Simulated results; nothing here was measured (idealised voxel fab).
Process module heading - voxel self aligned vias
Cross-section cut spans 140 nm and uses square cells 5 nm in size.
For the purposes of this document, a cross-section shall be understood as a grid of square cells, specified as bands listed in top-to-bottom order, each band consisting of one or more rows of cells.
Top height, bottom height, nm. Materials left to right, width each, nm. Single material + "edge to edge" = fills band edge to edge. "empty" = empty.
A quick word on heights: they are counted from 0, and under that level the wafer as it came to us is one material throughout. The lowest band is different from the rest in having no bottom; it simply continues downward, written as in "z 0 and below".
The expression "30..40" gives the width at the extremes of the band, the first number at its top row of cells and the second at its bottom row, with the width changing by equal amounts from each row to the next in between.
Where the words "nothing altered" appear for a step, the cross-section shows no cell changed by that step; every cell remained as before.
Entry "Unvented cavities". Content: empty spaces with no open connection to the top, size 8 cells or greater. Each: width x height at distance. Distance: from left edge. Unit: nm.
after a step's settings: what the simulator itself notes on the step
The setting "overlay nm" may be written on the line of a step. When the step uses a mask, the value reports how far to the right of the planned place the mask lay, and a negative value reports that it lay to the left.
Process steps foreseen in the plan:
1,RECEIVE, material Si
2,CONFORMAL_DEP, material SiO2, thk nm 10
3,CONFORMAL_DEP, material SiCN, thk nm 5
4,DIRECTIONAL_DEP, material lowk, thk nm 30
5,PATTERN, tone open, mask id LINES, material resist, width nm 20, pitch nm 45, thk nm 20, overlay nm 0
6,DIRECTIONAL_ETCH, etch materials lowk, depth nm 30
7,STRIP, etch materials resist
8,CONFORMAL_DEP, material TiN, thk nm 5
9,FILL_DEP, material W, thk nm 10
10,CMP, height nm 45
11,SELECTIVE_ETCH, etch materials W Ru TiN, depth nm 10
12,FILL_DEP, material SiN, thk nm 5
13,CMP, height nm 45
14,DIRECTIONAL_DEP, material lowk, thk nm 20
15,DIRECTIONAL_DEP, material aC, thk nm 10
16,PATTERN, tone open, mask id VIAS, material resist, width nm 30, pitch nm 45, thk nm 25, overlay nm 0
17,DIRECTIONAL_ETCH, etch materials aC, depth nm 10
18,STRIP, etch materials resist
19,DIRECTIONAL_ETCH, etch materials lowk, depth nm 20
20,DIRECTIONAL_ETCH, etch materials SiN, depth nm 10
21,STRIP, etch materials aC
22,CONFORMAL_DEP, material TiN, thk nm 5
23,FILL_DEP, material Cu, thk nm 10
24,CMP, height nm 65
25,CONFORMAL_DEP, material SiCN, thk nm 5
Cross-section of the incoming wafer, state after step 1:
    z 0 and below = Si edge to edge
    Unvented cavities: none
End-of-module XS, first of two wafers, run as planned:
    z 70 to 65 = SiCN edge to edge
    z 65 to 50 = lowk=30; TiN=5; Cu=20; TiN=5; lowk=15; TiN=5; Cu=20; TiN=5; lowk=35
    z 50 to 40 = lowk=30..35; TiN=10..5; Cu=10; TiN=10..5; lowk=15..25; TiN=10..5; Cu=10; TiN=10..5; lowk=35..40
    z 40 to 35 = lowk=35; TiN=20; lowk=25; TiN=20; lowk=40
    z 35 to 20 = lowk=35; TiN=5; W=10; TiN=5; lowk=25; TiN=5; W=10; TiN=5; lowk=40
    z 20 to 15 = lowk=35; TiN=20; lowk=25; TiN=20; lowk=40
    z 15 to 10 = SiCN edge to edge
    z 10 to 0 = SiO2 edge to edge
    z 0 and below = Si edge to edge
    Unvented cavities: none
Second wafer of the two, sectioned at the end of the module. It began like the first and followed the same plan, but one mistake was made while running it:
    z 70 to 65 = SiCN edge to edge
    z 65 to 50 = lowk=30; TiN=5; Cu=20; TiN=5; lowk=15; TiN=5; Cu=20; TiN=5; lowk=35
    z 50 to 40 = lowk=30..35; TiN=10..5; Cu=10; TiN=10..5; lowk=15..25; TiN=10..5; Cu=10; TiN=10..5; lowk=35..40
    z 40 to 35 = lowk=35; TiN=20; lowk=25; TiN=20; lowk=40
    z 35 to 30 = lowk=35; TiN=5; W=10; TiN=5; lowk=25; TiN=5; W=10; TiN=5; lowk=40
    z 30 to 25 = lowk=35; TiN=20; lowk=25; TiN=20; lowk=40
    z 25 to 10 = SiCN edge to edge
    z 10 to 0 = SiO2 edge to edge
    z 0 and below = Si edge to edge
    Unvented cavities: none
Plan not followed: note that step 3 departed from the planned setting and was carried out as CONFORMAL_DEP, material SiCN, thk nm 15
Per the end-of-run cell counts, the second wafer holds more or fewer of some materials than the first: +56 SiCN; -8 TiN; -8 W; -40 lowk
